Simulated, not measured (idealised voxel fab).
Process module heading - voxel self aligned contacts
The cross-section shown here is cut; it is 290 nm wide and divided into square cells measuring 5 nm on a side.
For the purposes of this document, a cross-section shall be understood as a grid of square cells, specified as bands listed in top-to-bottom order, each band consisting of one or more rows of cells. A band entry consists of two parts. The first gives the height of the band's top and the height of its bottom, in nm. The rest lists the band's materials from left to right, each with its width in nm. A single material labelled with the word "everywhere" fills the band from edge to edge, and the word "empty" marks empty space. All heights in this document are referenced to 0, defined as the level beneath which the wafer, as received, consists entirely of one material. The lowest band is not bounded below; it extends indefinitely downward and is written in the form "from 0 down". Quick explanation for "30 to 40": the width changes in equal steps down the rows of cells, from the first number in the band's top row to the second number in its bottom row. It should be understood that the words "no modification", when stated for a given step, signify that the cross-section underwent no change in any of its cells during that step. "Closed internal cavities" means: voids of 8 cells or more that are shut off from the top with no open way through. Written width x height at distance, distance from the left edge, in nm. It should be noted that, on the line of a given step, the content following the step's settings is a remark produced by the simulator itself with respect to that step. overlay nm, on a step with a mask: how far to the right of its planned place the mask lay; to the left if negative.

-- These are the steps we planned for the process
1. RECEIVE with material Si
2. CONFORMAL_DEP with material SiO2, thk nm 5
3. DIRECTIONAL_DEP with material polySi, thk nm 25
4. DIRECTIONAL_DEP with material SiN, thk nm 15
5. PATTERN with tone cover, mask id GATE, material resist, width nm 35, pitch nm 60, thk nm 15, overlay nm 0
6. DIRECTIONAL_ETCH with etch materials SiN, depth nm 15
7. DIRECTIONAL_ETCH with etch materials polySi, depth nm 25
8. STRIP with etch materials resist
9. CONFORMAL_DEP with material SiN, thk nm 5
10. DIRECTIONAL_ETCH with etch materials SiN, depth nm 5
11. FILL_DEP with material SiO2, thk nm 20
12. CMP with height nm 55
13. DIRECTIONAL_DEP with material aC, thk nm 15
14. PATTERN with tone open, mask id CONTACT, material resist, width nm 35, thk nm 35, overlay nm 0
15. DIRECTIONAL_ETCH with etch materials aC, depth nm 15
16. STRIP with etch materials resist
17. DIRECTIONAL_ETCH with etch materials SiO2, depth nm 55
18. STRIP with etch materials aC
19. CONFORMAL_DEP with material TiN, thk nm 5
20. FILL_DEP with material Ru, thk nm 10
21. CMP with height nm 55
22. CONFORMAL_DEP with material SiCN, thk nm 5

-- First wafer out of two, processed as planned

-- Cross-section of the incoming wafer, state after step 1
  from 0 down  Si everywhere
  Closed internal cavities: none

-- Upon completion of step 2, the wafer appears in cross-section as shown
  from 5 to 0  SiO2 everywhere
  Note: structure below 0 unchanged.

-- Upon completion of step 3, the wafer appears in cross-section as shown
  from 30 to 5  polySi everywhere
  Note: structure below 5 unchanged.

-- Upon completion of step 4, the wafer appears in cross-section as shown
  from 45 to 30  SiN everywhere
  Note: structure below 30 unchanged.

-- Upon completion of step 5, the wafer appears in cross-section as shown
  from 60 to 45  empty (95) / resist (35) / empty (25) / resist (35) / empty (100)
  Note: structure below 45 unchanged.

-- Upon completion of step 6, the wafer appears in cross-section as shown
  from 60 to 45  empty (95) / resist (35) / empty (25) / resist (35) / empty (100)
  from 45 to 30  empty (95) / SiN (35) / empty (25) / SiN (35) / empty (100)
  Note: structure below 30 unchanged.

-- Upon completion of step 7, the wafer appears in cross-section as shown
  from 60 to 45  empty (95) / resist (35) / empty (25) / resist (35) / empty (100)
  from 45 to 30  empty (95) / SiN (35) / empty (25) / SiN (35) / empty (100)
  from 30 to 5  empty (95) / polySi (35) / empty (25) / polySi (35) / empty (100)
  Note: structure below 5 unchanged.

-- Upon completion of step 8, the wafer appears in cross-section as shown
  from 45 to 30  empty (95) / SiN (35) / empty (25) / SiN (35) / empty (100)
  Note: structure below 30 unchanged.

-- Upon completion of step 9, the wafer appears in cross-section as shown
  from 50 to 30  empty (90) / SiN (45) / empty (15) / SiN (45) / empty (95)
  from 30 to 10  empty (90) / SiN (5) / polySi (35) / SiN (5) / empty (15) / SiN (5) / polySi (35) / SiN (5) / empty (95)
  from 10 to 5  SiN (95) / polySi (35) / SiN (25) / polySi (35) / SiN (100)
  Note: structure below 5 unchanged.

-- Upon completion of step 10, the wafer appears in cross-section as shown
  from 45 to 30  empty (90) / SiN (45) / empty (15) / SiN (45) / empty (95)
  from 30 to 5  empty (90) / SiN (5) / polySi (35) / SiN (5) / empty (15) / SiN (5) / polySi (35) / SiN (5) / empty (95)
  Note: structure below 5 unchanged.

-- Upon completion of step 11, the wafer appears in cross-section as shown
  from 65 to 45  SiO2 everywhere
  from 45 to 30  SiO2 (90) / SiN (45) / SiO2 (15) / SiN (45) / SiO2 (95)
  from 30 to 5  SiO2 (90) / SiN (5) / polySi (35) / SiN (5) / SiO2 (15) / SiN (5) / polySi (35) / SiN (5) / SiO2 (95)
  Note: structure below 5 unchanged.

-- Upon completion of step 12, the wafer appears in cross-section as shown
  from 55 to 45  SiO2 everywhere
  Note: structure below 45 unchanged.

-- Upon completion of step 13, the wafer appears in cross-section as shown
  from 70 to 55  aC everywhere
  Note: structure below 55 unchanged.

-- Upon completion of step 14, the wafer appears in cross-section as shown
  from 105 to 70  resist (125) / empty (35) / resist (130)
  Note: structure below 70 unchanged.

-- Upon completion of step 15, the wafer appears in cross-section as shown
  from 90 to 70  resist (125) / empty (35) / resist (130)
  from 70 to 55  aC (125) / empty (35) / aC (130)
  Note: structure below 55 unchanged.

-- Upon completion of step 16, the wafer appears in cross-section as shown
  from 70 to 55  aC (125) / empty (35) / aC (130)
  Note: structure below 55 unchanged.

-- Upon completion of step 17, the wafer appears in cross-section as shown
  from 70 to 55  aC (125) / empty (35) / aC (130)
  from 55 to 45  SiO2 (125) / empty (35) / SiO2 (130)
  from 45 to 30  SiO2 (90) / SiN (45) / empty (15) / SiN (45) / SiO2 (95)
  from 30 to 5  SiO2 (90) / SiN (5) / polySi (35) / SiN (5) / empty (15) / SiN (5) / polySi (35) / SiN (5) / SiO2 (95)
  from 5 to 0  SiO2 (135) / empty (15) / SiO2 (140)
  Note: structure below 0 unchanged.

-- Upon completion of step 18, the wafer appears in cross-section as shown
  from 55 to 45  SiO2 (125) / empty (35) / SiO2 (130)
  Note: structure below 45 unchanged.

-- Upon completion of step 19, the wafer appears in cross-section as shown
  from 60 to 55  TiN (130) / empty (25) / TiN (135)
  from 55 to 45  SiO2 (125) / TiN (5 to 15) / empty (25 to 5) / TiN (5 to 15) / SiO2 (130)
  from 45 to 30  SiO2 (90) / SiN (45) / TiN (5) / empty (5) / TiN (5) / SiN (45) / SiO2 (95)
  from 30 to 5  SiO2 (90) / SiN (5) / polySi (35) / SiN (5) / TiN (5) / empty (5) / TiN (5) / SiN (5) / polySi (35) / SiN (5) / SiO2 (95)
  from 5 to 0  SiO2 (135) / TiN (15) / SiO2 (140)
  Note: structure below 0 unchanged.

-- Upon completion of step 20, the wafer appears in cross-section as shown
  from 70 to 60  Ru everywhere
  from 60 to 55  TiN (130) / Ru (25) / TiN (135)
  from 55 to 45  SiO2 (125) / TiN (5 to 15) / Ru (25 to 5) / TiN (5 to 15) / SiO2 (130)
  from 45 to 30  SiO2 (90) / SiN (45) / TiN (5) / Ru (5) / TiN (5) / SiN (45) / SiO2 (95)
  from 30 to 5  SiO2 (90) / SiN (5) / polySi (35) / SiN (5) / TiN (5) / Ru (5) / TiN (5) / SiN (5) / polySi (35) / SiN (5) / SiO2 (95)
  Note: structure below 5 unchanged.

-- Upon completion of step 21, the wafer appears in cross-section as shown
  from 55 to 45  SiO2 (125) / TiN (5 to 15) / Ru (25 to 5) / TiN (5 to 15) / SiO2 (130)
  Note: structure below 45 unchanged.

-- Upon completion of step 22, the wafer appears in cross-section as shown
  from 60 to 55  SiCN everywhere
  Note: structure below 55 unchanged.

-- second wafer: like start, like plan, one mistake. Through step 13 it matches the first wafer

-- Cross-section of the second wafer corresponding to the planned conclusion of step 14
  from 105 to 70  resist (130) / empty (25) / resist (135)
  Note: structure below 70 unchanged.

-- Cross-section of the second wafer corresponding to the planned conclusion of step 15
  from 90 to 70  resist (130) / empty (25) / resist (135)
  from 70 to 55  aC (130) / empty (25) / aC (135)
  Note: structure below 55 unchanged.

-- Cross-section of the second wafer corresponding to the planned conclusion of step 16
  from 70 to 55  aC (130) / empty (25) / aC (135)
  Note: structure below 55 unchanged.

-- Cross-section of the second wafer corresponding to the planned conclusion of step 17
  from 70 to 55  aC (130) / empty (25) / aC (135)
  from 55 to 45  SiO2 (130) / empty (25) / SiO2 (135)
  from 45 to 30  SiO2 (90) / SiN (45) / empty (15) / SiN (45) / SiO2 (95)
  from 30 to 5  SiO2 (90) / SiN (5) / polySi (35) / SiN (5) / empty (15) / SiN (5) / polySi (35) / SiN (5) / SiO2 (95)
  from 5 to 0  SiO2 (135) / empty (15) / SiO2 (140)
  Note: structure below 0 unchanged.

-- Cross-section of the second wafer corresponding to the planned conclusion of step 18
  from 55 to 45  SiO2 (130) / empty (25) / SiO2 (135)
  Note: structure below 45 unchanged.

-- Cross-section of the second wafer corresponding to the planned conclusion of step 19
  from 60 to 55  TiN (135) / empty (15) / TiN (140)
  from 55 to 45  SiO2 (130) / TiN (5 to 10) / empty (15 to 5) / TiN (5 to 10) / SiO2 (135)
  from 45 to 30  SiO2 (90) / SiN (45) / TiN (5) / empty (5) / TiN (5) / SiN (45) / SiO2 (95)
  from 30 to 5  SiO2 (90) / SiN (5) / polySi (35) / SiN (5) / TiN (5) / empty (5) / TiN (5) / SiN (5) / polySi (35) / SiN (5) / SiO2 (95)
  from 5 to 0  SiO2 (135) / TiN (15) / SiO2 (140)
  Note: structure below 0 unchanged.

-- Cross-section of the second wafer corresponding to the planned conclusion of step 20
  from 70 to 60  Ru everywhere
  from 60 to 55  TiN (135) / Ru (15) / TiN (140)
  from 55 to 45  SiO2 (130) / TiN (5 to 10) / Ru (15 to 5) / TiN (5 to 10) / SiO2 (135)
  from 45 to 30  SiO2 (90) / SiN (45) / TiN (5) / Ru (5) / TiN (5) / SiN (45) / SiO2 (95)
  from 30 to 5  SiO2 (90) / SiN (5) / polySi (35) / SiN (5) / TiN (5) / Ru (5) / TiN (5) / SiN (5) / polySi (35) / SiN (5) / SiO2 (95)
  Note: structure below 5 unchanged.

-- Cross-section of the second wafer corresponding to the planned conclusion of step 21
  from 55 to 45  SiO2 (130) / TiN (5 to 10) / Ru (15 to 5) / TiN (5 to 10) / SiO2 (135)
  Note: structure below 45 unchanged.

-- Cross-section of the second wafer corresponding to the planned conclusion of step 22
  from 60 to 55  SiCN everywhere
  Note: structure below 55 unchanged.
Finding, execution versus plan: step 14 deviated from plan and actually ran as PATTERN with tone open, mask id CONTACT, material resist, width nm 25, thk nm 35, overlay nm 0
It is noted that, at the conclusion of processing, the second wafer exhibits a higher or lower cell count for certain materials relative to the first: Ru: 2 fewer; SiO2: 4 more; TiN: 2 fewer
